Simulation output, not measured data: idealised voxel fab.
process module | voxel spacer lines
cross-section cut | 235 nm wide | cells 5 nm
A cross-section is a grid of square cells, given in bands from the top down. A band is one or more rows of cells.
Each band's line starts with the height of the band's top and of its bottom, in nm. Then come its materials from left to right, each with its width in nm. One material with "throughout" fills the band from edge to edge. "air" is empty space.
Height 0 is the level under which the wafer as received is all one material. The lowest band goes on downwards, as in "0 down".
A width such as "30 to 40" changes by the same amount from each row of cells to the next, from the band's top row to its bottom row.
"no change" after a step means that no cell of the cross-section changed.
closed voids: empty space of 8 cells or more with no open way to the top, each as width x height at its distance from the left edge, in nm
after a step's settings: what the simulator itself notes on the step
overlay nm, on a step with a mask: how far to the right of its planned place the mask lay; to the left if negative
plan
1 op RECEIVE | material Si
2 op CONFORMAL_DEP | material Al2O3 | thk nm 10
3 op DIRECTIONAL_DEP | material SiN | thk nm 15
4 op DIRECTIONAL_DEP | material polySi | thk nm 20
5 op PATTERN | tone cover | mask id MANDREL | material resist | width nm 20 | pitch nm 70 | thk nm 25 | overlay nm 0
6 op DIRECTIONAL_ETCH | etch materials polySi | depth nm 20
7 op STRIP | etch materials resist
8 op CONFORMAL_DEP | material SiO2 | thk nm 15
9 op DIRECTIONAL_ETCH | etch materials SiO2 | depth nm 15
10 op STRIP | etch materials polySi
11 op DIRECTIONAL_ETCH | etch materials SiN | depth nm 15
12 op STRIP | etch materials SiO2
13 op FILL_DEP | material lowk | thk nm 5
14 op CMP | height nm 25
as received, after step 1
  0 down: Si throughout
  closed voids: none
a wafer at the end: this start, this plan, one mistake
  25 to 10: lowk 55 | SiN 15 | lowk 25 | SiN 15 | lowk 15 | SiN 15 | lowk 25 | SiN 15 | lowk 55
  10 to 0: Al2O3 throughout
  0 down: Si throughout
  closed voids: none
what went wrong: step 5 ran as: op PATTERN | tone cover | mask id MANDREL | material resist | width nm 25 | pitch nm 70 | thk nm 25 | overlay nm 0
